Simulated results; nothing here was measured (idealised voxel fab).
process module | voxel wiring stack
cross-section cut | 165 nm wide | cells 5 nm
A cross-section is a grid of square cells, given in bands from the top down. A band is one or more rows of cells.
Each band's line starts with the height of the band's top and of its bottom, in nm. Then come its materials from left to right, each with its width in nm. One material with "throughout" fills the band from edge to edge. "air" is empty space.
Height 0 is the level under which the wafer as received is all one material. The lowest band goes on downwards, as in "0 down".
A width such as "30 to 40" changes by the same amount from each row of cells to the next, from the band's top row to its bottom row.
"no change" after a step means that no cell of the cross-section changed.
closed voids: empty space of 8 cells or more with no open way to the top, each as width x height at its distance from the left edge, in nm
after a step's settings: what the simulator itself notes on the step
overlay nm, on a step with a mask: how far to the right of its planned place the mask lay; to the left if negative
plan
1 op RECEIVE | material Si
2 op CONFORMAL_DEP | material SiO2 | thk nm 15
3 op DIRECTIONAL_DEP | material TiN | thk nm 5
4 op DIRECTIONAL_DEP | material W | thk nm 15
5 op PATTERN | tone cover | mask id METAL_1 | material resist | width nm 30 | pitch nm 50 | thk nm 15 | overlay nm 0
6 op DIRECTIONAL_ETCH | etch materials W | depth nm 15
7 op DIRECTIONAL_ETCH | etch materials TiN | depth nm 5
8 op STRIP | etch materials resist
9 op FILL_DEP | material lowk | thk nm 5
10 op CMP | height nm 35
11 op CONFORMAL_DEP | material SiCN | thk nm 5
12 op DIRECTIONAL_DEP | material SiO2 | thk nm 25
13 op MASKED_ETCH | tone open | mask id METAL_2_HOLES | width nm 15 | pitch nm 50 | etch materials SiO2 | depth nm 25 | overlay nm 0
14 op PATTERN | tone open | mask id METAL_2 | material resist | width nm 30 | pitch nm 50 | thk nm 15 | overlay nm 0
15 op DIRECTIONAL_ETCH | etch materials SiO2 | depth nm 15
16 op DIRECTIONAL_ETCH | etch materials SiCN | depth nm 5
17 op STRIP | etch materials resist
18 op CONFORMAL_DEP | material TiN | thk nm 5
19 op FILL_DEP | material Cu | thk nm 5
20 op CMP | height nm 65
21 op CONFORMAL_DEP | material SiCN | thk nm 5
22 op DIRECTIONAL_DEP | material lowk | thk nm 20
23 op PATTERN | tone open | mask id PLUG_2 | material resist | width nm 15 | pitch nm 50 | thk nm 15 | overlay nm 0
24 op DIRECTIONAL_ETCH | etch materials lowk | depth nm 20
25 op DIRECTIONAL_ETCH | etch materials SiCN | depth nm 5
26 op STRIP | etch materials resist
27 op EPI | material Ru | thk nm 10
28 op EPI | material Ru | thk nm 10
29 op EPI | material Ru | thk nm 5
30 op DIRECTIONAL_DEP | material TiN | thk nm 5
31 op DIRECTIONAL_DEP | material Ru | thk nm 20
32 op MASKED_ETCH | tone cover | mask id METAL_3 | width nm 30 | pitch nm 50 | etch materials Ru | depth nm 20 | overlay nm 0
33 op MASKED_ETCH | tone cover | mask id METAL_3 | width nm 30 | pitch nm 50 | etch materials TiN | depth nm 5 | overlay nm 0
34 op FILL_DEP | material SiO2 | thk nm 5
35 op CMP | height nm 115
36 op CONFORMAL_DEP | material SiCN | thk nm 5
as received, after step 1
  0 down: Si throughout
  closed voids: none
first wafer at the end, as planned
  120 to 115: SiCN throughout
  115 to 95: SiO2 40 | Ru 30 | SiO2 20 | Ru 30 | SiO2 45
  95 to 90: SiO2 40 | TiN 30 | SiO2 20 | TiN 30 | SiO2 45
  90 to 70: lowk 40 | Ru 15 | lowk 35 | Ru 15 | lowk 60
  70 to 65: SiCN 40 | Ru 15 | SiCN 35 | Ru 15 | SiCN 60
  65 to 55: SiO2 40 | TiN 5 | Cu 20 | TiN 5 | SiO2 20 | TiN 5 | Cu 20 | TiN 5 | SiO2 45
  55 to 50: SiO2 40 | TiN 5 | Cu 5 | TiN 20 | SiO2 20 | TiN 5 | Cu 5 | TiN 20 | SiO2 45
  50 to 40: SiO2 40 | TiN 5 | Cu 5 | TiN 5 | SiO2 35 | TiN 5 | Cu 5 | TiN 5 | SiO2 60
  40 to 35: SiCN 40 | TiN 15 | SiCN 35 | TiN 15 | SiCN 60
  35 to 20: lowk 40 | W 30 | lowk 20 | W 30 | lowk 45
  20 to 15: lowk 40 | TiN 30 | lowk 20 | TiN 30 | lowk 45
  15 to 0: SiO2 throughout
  0 down: Si throughout
  closed voids: none
second wafer at the end: like start, like plan, one mistake
  120 to 115: SiCN throughout
  115 to 105: SiO2 55 | Ru 15 | SiO2 35 | Ru 15 | SiO2 45
  105 to 95: SiO2 40 | Ru 30 | SiO2 20 | Ru 30 | SiO2 45
  95 to 90: SiO2 40 | Ru 15 | TiN 15 | SiO2 20 | Ru 15 | TiN 15 | SiO2 45
  90 to 85: lowk 40 | Ru 15 | lowk 35 | Ru 15 | lowk 60
  85 to 80: lowk 40 | TiN 15 | lowk 35 | TiN 15 | lowk 60
  80 to 70: lowk 40 | Ru 15 | lowk 35 | Ru 15 | lowk 60
  70 to 65: SiCN 40 | Ru 15 | SiCN 35 | Ru 15 | SiCN 60
  65 to 55: SiO2 40 | TiN 5 | Cu 20 | TiN 5 | SiO2 20 | TiN 5 | Cu 20 | TiN 5 | SiO2 45
  55 to 50: SiO2 40 | TiN 5 | Cu 5 | TiN 20 | SiO2 20 | TiN 5 | Cu 5 | TiN 20 | SiO2 45
  50 to 40: SiO2 40 | TiN 5 | Cu 5 | TiN 5 | SiO2 35 | TiN 5 | Cu 5 | TiN 5 | SiO2 60
  40 to 35: SiCN 40 | TiN 15 | SiCN 35 | TiN 15 | SiCN 60
  35 to 20: lowk 40 | W 30 | lowk 20 | W 30 | lowk 45
  20 to 15: lowk 40 | TiN 30 | lowk 20 | TiN 30 | lowk 45
  15 to 0: SiO2 throughout
  0 down: Si throughout
  closed voids: none
what went wrong: one of the steps 27 and 28, which are alike, was left out
at the end the second wafer has, in cells: 12 fewer of Ru | 12 more of SiO2
